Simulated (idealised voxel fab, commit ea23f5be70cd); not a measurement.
The process module presented herein is designated voxel double patterning.
Section cut is 220 nm wide and gridded with 5 nm square cells.
Cross-section spec: square-cell grid; bands listed top down; each band is one or more rows.
A band entry consists of two parts. The first gives the height of the band's top and the height of its bottom, in nm. The rest lists the band's materials from left to right, each with its width in nm. A single material labelled with the word "everywhere" fills the band from edge to edge, and the word "empty" marks empty space.
Heights are measured from 0, the level below which the as-received wafer is all one material; the lowest band has no bottom and continues downward, written as in "0 -> down".
So if you see something like "30 to 40" for the width, read it as the top row of the band sitting at the first number and the bottom row at the second, with every row in between moving by the same amount as the last.
The cross-section has no changed cell in any step marked "nothing was modified".
Closed empty spaces (no open way to the top) of 8 cells or more are what "Entrapped voids" lists, each as width x height at distance from the left edge, nm for all three.
On a step's line, text after the settings is the simulator commenting on that step.
For masked steps, "overlay nm" on the step line gives how far right of plan the mask actually lay; a minus sign means it lay to the left.
-- Process steps foreseen in the plan
1,RECEIVE, material Si
2,CONFORMAL_DEP, material SiO2, thk nm 10
3,DIRECTIONAL_DEP, material TiN, thk nm 20
4,DIRECTIONAL_DEP, material SiN, thk nm 10
5,PATTERN, tone open, mask id FIRST, material resist, width nm 15, pitch nm 50, thk nm 15, overlay nm 0
6,DIRECTIONAL_ETCH, etch materials SiN, depth nm 10
7,STRIP, etch materials resist
8,DIRECTIONAL_DEP, material aC, thk nm 15
9,PATTERN, tone open, mask id SECOND, material resist, width nm 15, thk nm 35, overlay nm 0
10,DIRECTIONAL_ETCH, etch materials aC, depth nm 15
11,STRIP, etch materials resist
12,DIRECTIONAL_ETCH, etch materials SiN, depth nm 10
13,STRIP, etch materials aC
14,DIRECTIONAL_ETCH, etch materials TiN, depth nm 20
15,STRIP, etch materials SiN
-- So this is the incoming wafer in cross-section - it's already been through step 1
    0 -> down  Si everywhere
    Entrapped voids: none
-- Post-module cross-section of the first of two wafers (run per plan)
    30 -> 10  TiN 75 nm  empty 15 nm  TiN 10 nm  empty 15 nm  TiN 10 nm  empty 15 nm  TiN 80 nm
    10 -> 0  SiO2 everywhere
    0 -> down  Si everywhere
    Entrapped voids: none
-- This cross-section belongs to the second wafer of two at the end of the module; the start and the plan were shared with the first, and the run included one mistake
    50 -> 30  TiN 75 nm  empty 15 nm  TiN 10 nm  empty 15 nm  TiN 10 nm  empty 15 nm  TiN 80 nm
    30 -> 10  TiN everywhere
    10 -> 0  SiO2 everywhere
    0 -> down  Si everywhere
    Entrapped voids: none
In executing the process, a mistake was made relative to the plan: the plan had its step 3 run twice
Heads up, by the end the second wafer has more or fewer cells of some materials compared to the first: TiN +176
